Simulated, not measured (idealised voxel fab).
Process module, titled voxel ribs on slabs
The cross-section shown here is cut; it is 185 nm wide and divided into square cells measuring 5 nm on a side.
For the purposes of this document, a cross-section shall be understood as a grid of square cells, specified as bands listed in top-to-bottom order, each band consisting of one or more rows of cells. What a band's entry tells you: where the top is and where the bottom is, as heights in nm, and after that what lies inside, material by material from left to right, each with its width in nm. Empty space is written as the word "air", and a single material marked with the word "all across" occupies the band from edge to edge. Note: height 0 marks the level under which the wafer is uniformly one material as received. Lowest band unbounded below, written "0 nm and below". With a width like "30 to 40", each row of cells in the band differs from the next by the same amount, the top row carrying the first number and the bottom row the second. For the purposes of this document, the phrase "nothing different" attached to a step denotes that no cell within the cross-section was modified by that step. You'll see "Enclosed cavities" listing empty spaces that have no way open to the top, as long as they're 8 cells or more; the notation is width x height at distance, where the distance is from the left edge, and all of it is in nm. What comes after the settings on a step's line is commentary from the simulator itself on that step. The line of a step may include "overlay nm". On a step with a mask, this value is how far to the right of its planned place the mask lay. A negative value means the mask lay to the left.

# The planned process steps are enumerated hereunder
- 1: RECEIVE [material Si]
- 2: DIRECTIONAL_DEP [material SiO2] [thk nm 20]
- 3: DIRECTIONAL_DEP [material polySi] [thk nm 25]
- 4: MASKED_ETCH [tone cover] [mask id RIB] [width nm 30] [etch materials polySi] [depth nm 20] [overlay nm 0]
- 5: PATTERN [tone cover] [mask id SLAB] [material resist] [width nm 80] [thk nm 20] [overlay nm 0]
- 6: DIRECTIONAL_ETCH [etch materials polySi] [depth nm 5]
- 7: STRIP [etch materials resist]
- 8: FILL_DEP [material SiO2] [thk nm 20]
- 9: CMP [height nm 60]
- 10: DIRECTIONAL_DEP [material TiN] [thk nm 5]
- 11: MASKED_ETCH [tone cover] [mask id HEATER] [width nm 40] [etch materials TiN] [depth nm 5] [overlay nm 0]
- 12: CONFORMAL_DEP [material SiN] [thk nm 5]

# first wafer, as planned

# Cross-section of the wafer as it came to us, i.e., already through step 1
0 nm and below: Si all across
Enclosed cavities: none

# Cross-section through the wafer, step 2 finished
20 nm to 0 nm: SiO2 all across
Rest of section, below 0: as before.

# Cross-section through the wafer, step 3 finished
45 nm to 20 nm: polySi all across
Rest of section, below 20: as before.

# Cross-section through the wafer, step 4 finished
45 nm to 25 nm: air: 75; polySi: 30; air: 80
Rest of section, below 25: as before.

# Cross-section through the wafer, step 5 finished
65 nm to 45 nm: air: 50; resist: 80; air: 55
45 nm to 25 nm: air: 50; resist: 25; polySi: 30; resist: 25; air: 55
Rest of section, below 25: as before.

# Cross-section through the wafer, step 6 finished
65 nm to 45 nm: air: 50; resist: 80; air: 55
45 nm to 25 nm: air: 50; resist: 25; polySi: 30; resist: 25; air: 55
25 nm to 20 nm: air: 50; polySi: 80; air: 55
Rest of section, below 20: as before.

# Cross-section through the wafer, step 7 finished
45 nm to 25 nm: air: 75; polySi: 30; air: 80
Rest of section, below 25: as before.

# Cross-section through the wafer, step 8 finished
65 nm to 45 nm: SiO2 all across
45 nm to 25 nm: SiO2: 75; polySi: 30; SiO2: 80
25 nm to 20 nm: SiO2: 50; polySi: 80; SiO2: 55
Rest of section, below 20: as before.

# Cross-section through the wafer, step 9 finished
60 nm to 45 nm: SiO2 all across
Rest of section, below 45: as before.

# Cross-section through the wafer, step 10 finished
65 nm to 60 nm: TiN all across
Rest of section, below 60: as before.

# Cross-section through the wafer, step 11 finished
65 nm to 60 nm: air: 70; TiN: 40; air: 75
Rest of section, below 60: as before.

# Cross-section through the wafer, step 12 finished
70 nm to 65 nm: air: 65; SiN: 50; air: 70
65 nm to 60 nm: SiN: 70; TiN: 40; SiN: 75
Rest of section, below 60: as before.

# Here the second wafer is described. Its start and its plan were those of the first wafer. Its run contained one mistake. Up to and including step 1, it did exactly what the first wafer did

# Second wafer, cross-section, planned end of step 2
25 nm to 0 nm: polySi all across
Rest of section, below 0: as before.

# Second wafer, cross-section, planned end of step 3
45 nm to 25 nm: SiO2 all across
Rest of section, below 25: as before.

Second wafer, cross-section, planned end of step 4: nothing different

# Second wafer, cross-section, planned end of step 5
65 nm to 45 nm: air: 50; resist: 80; air: 55
Rest of section, below 45: as before.

Second wafer, cross-section, planned end of step 6: nothing different

# Second wafer, cross-section, planned end of step 7
45 nm to 25 nm: SiO2 all across
Rest of section, below 25: as before.

# Second wafer, cross-section, planned end of step 8
65 nm to 25 nm: SiO2 all across
Rest of section, below 25: as before.

# Second wafer, cross-section, planned end of step 9
60 nm to 25 nm: SiO2 all across
Rest of section, below 25: as before.

# Second wafer, cross-section, planned end of step 10
65 nm to 60 nm: TiN all across
Rest of section, below 60: as before.

# Second wafer, cross-section, planned end of step 11
65 nm to 60 nm: air: 70; TiN: 40; air: 75
Rest of section, below 60: as before.

# Second wafer, cross-section, planned end of step 12
70 nm to 65 nm: air: 65; SiN: 50; air: 70
65 nm to 60 nm: SiN: 70; TiN: 40; SiN: 75
Rest of section, below 60: as before.
The mistake made against the process plan was this: mixed up steps 2 and 3 - ran each in the other's place
In the final state, the cell counts of the second wafer exceed or fall short of those of the first for the following materials: SiO2: 145 fewer | polySi: 145 more
